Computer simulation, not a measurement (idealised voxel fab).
process module | voxel released beams
cross-section cut | 220 nm wide | cells 5 nm
A cross-section is a grid of square cells, given in bands from the top down. A band is one or more rows of cells.
Each band's line starts with the height of the band's top and of its bottom, in nm. Then come its materials from left to right, each with its width in nm. One material with "throughout" fills the band from edge to edge. "air" is empty space.
Height 0 is the level under which the wafer as received is all one material. The lowest band goes on downwards, as in "0 down".
A width such as "30 to 40" changes by the same amount from each row of cells to the next, from the band's top row to its bottom row.
"no change" after a step means that no cell of the cross-section changed.
closed voids: empty space of 8 cells or more with no open way to the top, each as width x height at its distance from the left edge, in nm
after a step's settings: what the simulator itself notes on the step
overlay nm, on a step with a mask: how far to the right of its planned place the mask lay; to the left if negative
plan
1 op RECEIVE | material Si
2 op CONFORMAL_DEP | material Al2O3 | thk nm 10
3 op DIRECTIONAL_DEP | material SiO2 | thk nm 10
4 op PATTERN | tone open | mask id ANCHOR | material resist | width nm 35 | thk nm 15 | overlay nm 0
5 op DIRECTIONAL_ETCH | etch materials SiO2 | depth nm 10
6 op STRIP | etch materials resist
7 op CONFORMAL_DEP | material polySi | thk nm 15
8 op DIRECTIONAL_DEP | material aC | thk nm 15
9 op PATTERN | tone cover | mask id BEAM | material resist | width nm 85 | thk nm 30 | overlay nm 0
10 op DIRECTIONAL_ETCH | etch materials aC | depth nm 15
11 op STRIP | etch materials resist
12 op DIRECTIONAL_ETCH | etch materials polySi | depth nm 15
13 op STRIP | etch materials aC
14 op STRIP | etch materials SiO2
first wafer, as planned
as received, after step 1
  0 down: Si throughout
  closed voids: none
after step 2
  10 to 0: Al2O3 throughout
  below 0: unchanged
after step 3
  20 to 10: SiO2 throughout
  below 10: unchanged
after step 4
  35 to 20: resist 70 | air 35 | resist 115
  below 20: unchanged
after step 5
  35 to 20: resist 70 | air 35 | resist 115
  20 to 10: SiO2 70 | air 35 | SiO2 115
  below 10: unchanged
after step 6
  20 to 10: SiO2 70 | air 35 | SiO2 115
  below 10: unchanged
after step 7
  35 to 25: polySi 85 | air 5 | polySi 130
  25 to 20: polySi throughout
  20 to 10: SiO2 70 | polySi 35 | SiO2 115
  below 10: unchanged
after step 8
  50 to 40: aC 85 | air 5 | aC 130
  40 to 35: aC throughout
  35 to 25: polySi 85 | aC 5 | polySi 130
  below 25: unchanged
after step 9
  80 to 50: air 65 | resist 85 | air 70
  50 to 40: aC 85 | resist 5 | aC 130
  below 40: unchanged
after step 10
  65 to 50: air 65 | resist 85 | air 70
  50 to 40: air 65 | aC 20 | resist 5 | aC 60 | air 70
  40 to 35: air 65 | aC 85 | air 70
  below 35: unchanged
after step 11
  50 to 40: air 65 | aC 20 | air 5 | aC 60 | air 70
  below 40: unchanged
after step 12
  50 to 40: air 65 | aC 20 | air 5 | aC 60 | air 70
  40 to 35: air 65 | aC 85 | air 70
  35 to 25: air 65 | polySi 20 | aC 5 | polySi 60 | air 70
  25 to 20: air 65 | polySi 85 | air 70
  below 20: unchanged
after step 13
  35 to 25: air 65 | polySi 20 | air 5 | polySi 60 | air 70
  below 25: unchanged
after step 14
  35 to 25: air 65 | polySi 20 | air 5 | polySi 60 | air 70
  25 to 20: air 65 | polySi 85 | air 70
  20 to 10: air 70 | polySi 35 | air 115
  below 10: unchanged
second wafer: like start, like plan, one mistake. Through step 1 it matches the first wafer
when step 2 should have ended
  10 to 0: SiO2 throughout
  below 0: unchanged
when step 3 should have ended
  20 to 10: Al2O3 throughout
  below 10: unchanged
when step 4 should have ended
  35 to 20: resist 70 | air 35 | resist 115
  below 20: unchanged
when step 5 should have ended: no change
when step 6 should have ended
  20 to 10: Al2O3 throughout
  below 10: unchanged
when step 7 should have ended
  35 to 20: polySi throughout
  below 20: unchanged
when step 8 should have ended
  50 to 35: aC throughout
  below 35: unchanged
when step 9 should have ended
  80 to 50: air 65 | resist 85 | air 70
  below 50: unchanged
when step 10 should have ended
  65 to 50: air 65 | resist 85 | air 70
  50 to 35: air 65 | aC 85 | air 70
  below 35: unchanged
when step 11 should have ended
  50 to 35: air 65 | aC 85 | air 70
  below 35: unchanged
when step 12 should have ended
  50 to 35: air 65 | aC 85 | air 70
  35 to 20: air 65 | polySi 85 | air 70
  below 20: unchanged
when step 13 should have ended
  35 to 20: air 65 | polySi 85 | air 70
  below 20: unchanged
when step 14 should have ended: no change
what went wrong: steps 2 and 3 were swapped
at the end the second wafer has, in cells: 88 more of SiO2 | 12 fewer of polySi
